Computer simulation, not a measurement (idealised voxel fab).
Module name: voxel capacitor over wiring (process module)
Section cut is 160 nm wide and gridded with 5 nm square cells.
We lay out every cross-section as a grid of square cells and spell it out in bands from the top down, where one band means one or more rows of cells. Look at the band entry: it leads with the top's height and the bottom's height in nm. Then it lists the materials left to right, with a width in nm for each. The word "full width" on a single material says that material fills the band edge to edge. The word "air" is empty space. Counting heights begins at 0, where everything beneath is, in the wafer as received, one material. The lowest band has no bottom; it goes on downwards, as "0 and below" shows. Note: "30..40" means the width goes from the first number (top row of the band) to the second number (bottom row) in equal steps per row of cells. "remained unchanged" means the step left every cell of the cross-section as it was. Unvented internal voids: empty space of 8 cells or more with no open way to the top, each as width x height at its distance from the left edge, in nm. The remark found on a step's line after its settings is issued by the simulator itself and pertains to that step. overlay nm, on a step with a mask: how far to the right of its planned place the mask lay; to the left if negative.
Below is the list of planned process steps
1. RECEIVE with material Si
2. CONFORMAL_DEP with material SiO2, thk nm 10
3. CONFORMAL_DEP with material SiCN, thk nm 5
4. DIRECTIONAL_DEP with material SiO2, thk nm 25
5. MASKED_ETCH with tone open, mask id METAL_1, width nm 20, pitch nm 75, etch materials SiO2, depth nm 25, overlay nm 0
6. MASKED_ETCH with tone open, mask id METAL_1, width nm 20, pitch nm 75, etch materials SiCN, depth nm 5, overlay nm 0
7. CONFORMAL_DEP with material TiN, thk nm 5
8. FILL_DEP with material Cu, thk nm 5
9. CMP with height nm 40
10. CONFORMAL_DEP with material SiCN, thk nm 5
11. DIRECTIONAL_DEP with material lowk, thk nm 20
12. DIRECTIONAL_DEP with material aC, thk nm 15
13. PATTERN with tone open, mask id PLUG_1, material resist, width nm 15, thk nm 35, overlay nm 0
14. DIRECTIONAL_ETCH with etch materials aC, depth nm 15
15. STRIP with etch materials resist
16. DIRECTIONAL_ETCH with etch materials lowk, depth nm 20
17. DIRECTIONAL_ETCH with etch materials SiCN, depth nm 5
18. STRIP with etch materials aC
19. EPI with material Ru, thk nm 10
20. EPI with material Ru, thk nm 10
21. EPI with material Ru, thk nm 5
22. DIRECTIONAL_DEP with material TiN, thk nm 10
23. DIRECTIONAL_DEP with material Al2O3, thk nm 5
24. DIRECTIONAL_DEP with material TiN, thk nm 5
25. PATTERN with tone cover, mask id UPPER_PLATE, material resist, width nm 60, thk nm 15, overlay nm 0
26. DIRECTIONAL_ETCH with etch materials TiN, depth nm 5
27. DIRECTIONAL_ETCH with etch materials Al2O3, depth nm 5
28. STRIP with etch materials resist
29. PATTERN with tone cover, mask id LOWER_PLATE, material resist, width nm 70, thk nm 15, overlay nm 0
30. DIRECTIONAL_ETCH with etch materials TiN, depth nm 10
31. STRIP with etch materials resist
32. FILL_DEP with material SiO2, thk nm 20
33. CMP with height nm 100
34. DIRECTIONAL_DEP with material aC, thk nm 15
35. PATTERN with tone open, mask id PLUG_2, material resist, width nm 15, thk nm 30, overlay nm 0
36. DIRECTIONAL_ETCH with etch materials aC, depth nm 15
37. STRIP with etch materials resist
38. DIRECTIONAL_ETCH with etch materials SiO2, depth nm 15
39. STRIP with etch materials aC
40. CONFORMAL_DEP with material TiN, thk nm 5
41. FILL_DEP with material Cu, thk nm 5
42. CMP with height nm 100
43. CONFORMAL_DEP with material SiCN, thk nm 5
As received (post step 1): cross-section
	0 and below: Si full width
	Unvented internal voids: none
Module complete - cross-section of the first of two wafers, run according to plan
	105 down to 100: SiCN full width
	100 down to 90: SiO2: 45, TiN: 5, Cu: 5, TiN: 5, SiO2: 100
	90 down to 80: SiO2: 45..35, TiN: 15..60, SiO2: 100..65
	80 down to 75: SiO2: 35, Al2O3: 60, SiO2: 65
	75 down to 65: SiO2: 30, TiN: 70, SiO2: 60
	65 down to 45: lowk: 35, Ru: 15, lowk: 110
	45 down to 40: SiCN: 35, Ru: 15, SiCN: 110
	40 down to 15: SiO2: 30, TiN: 5, Cu: 10, TiN: 5, SiO2: 55, TiN: 5, Cu: 10, TiN: 5, SiO2: 35
	15 down to 10: SiCN: 30, TiN: 20, SiCN: 55, TiN: 20, SiCN: 35
	10 down to 0: SiO2 full width
	0 and below: Si full width
	Unvented internal voids: none
Second of two wafers, module complete, sectioned: it shares the first wafer's start and plan but was run with one mistake
	105 down to 100: SiCN full width
	100 down to 90: SiO2: 45, TiN: 5, Cu: 5, TiN: 5, SiO2: 100
	90 down to 80: SiO2: 45..30, TiN: 15..55, SiO2: 100..75
	80 down to 75: SiO2: 25, Al2O3: 60, SiO2: 75
	75 down to 65: SiO2: 25, TiN: 75, SiO2: 60
	65 down to 45: lowk: 35, Ru: 15, lowk: 110
	45 down to 40: SiCN: 35, Ru: 15, SiCN: 110
	40 down to 15: SiO2: 30, TiN: 5, Cu: 10, TiN: 5, SiO2: 55, TiN: 5, Cu: 10, TiN: 5, SiO2: 35
	15 down to 10: SiCN: 30, TiN: 20, SiCN: 55, TiN: 20, SiCN: 35
	10 down to 0: SiO2 full width
	0 and below: Si full width
	Unvented internal voids: none
Which mistake was made when the wafer was run? not per plan at step 25, really ran PATTERN with tone cover, mask id UPPER_PLATE, material resist, width nm 60, thk nm 15, overlay nm -10
Materials where the second wafer ends with more or fewer cells than the first: SiO2: 1 fewer; TiN: 1 more
